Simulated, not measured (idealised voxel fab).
process module | voxel released beams
cross-section cut | 215 nm wide | cells 5 nm
A cross-section is a grid of square cells, given in bands from the top down. A band is one or more rows of cells.
Each band's line starts with the height of the band's top and of its bottom, in nm. Then come its materials from left to right, each with its width in nm. One material with "throughout" fills the band from edge to edge. "air" is empty space.
Height 0 is the level under which the wafer as received is all one material. The lowest band goes on downwards, as in "0 down".
A width such as "30 to 40" changes by the same amount from each row of cells to the next, from the band's top row to its bottom row.
"no change" after a step means that no cell of the cross-section changed.
closed voids: empty space of 8 cells or more with no open way to the top, each as width x height at its distance from the left edge, in nm
after a step's settings: what the simulator itself notes on the step
overlay nm, on a step with a mask: how far to the right of its planned place the mask lay; to the left if negative
plan
1 op RECEIVE | material Si
2 op CONFORMAL_DEP | material Al2O3 | thk nm 5
3 op DIRECTIONAL_DEP | material SiO2 | thk nm 10
4 op PATTERN | tone open | mask id ANCHOR | material resist | width nm 35 | thk nm 20 | overlay nm 0
5 op DIRECTIONAL_ETCH | etch materials SiO2 | depth nm 10
6 op STRIP | etch materials resist
7 op CONFORMAL_DEP | material W | thk nm 15
8 op MASKED_ETCH | tone cover | mask id BEAM | width nm 130 | etch materials W | depth nm 15 | overlay nm 0
9 op STRIP | etch materials SiO2
varied across the wafers: width nm of step 4. The plan shows the first wafer's value. All wafers start alike
first wafer as received, after step 1
  0 down: Si throughout
  closed voids: none
each wafer at the end: cells of each material gained (+) or lost (-) since it was received, then its closed voids
width nm 35 | +43 Al2O3 | +90 W | closed voids: none
width nm 40 | +43 Al2O3 | +90 W | closed voids: none
width nm 45 | +43 Al2O3 | +90 W | closed voids: none
width nm 50 | +43 Al2O3 | +90 W | closed voids: none
width nm 55 | +43 Al2O3 | +90 W | closed voids: none
width nm 60 | +43 Al2O3 | +90 W | closed voids: none
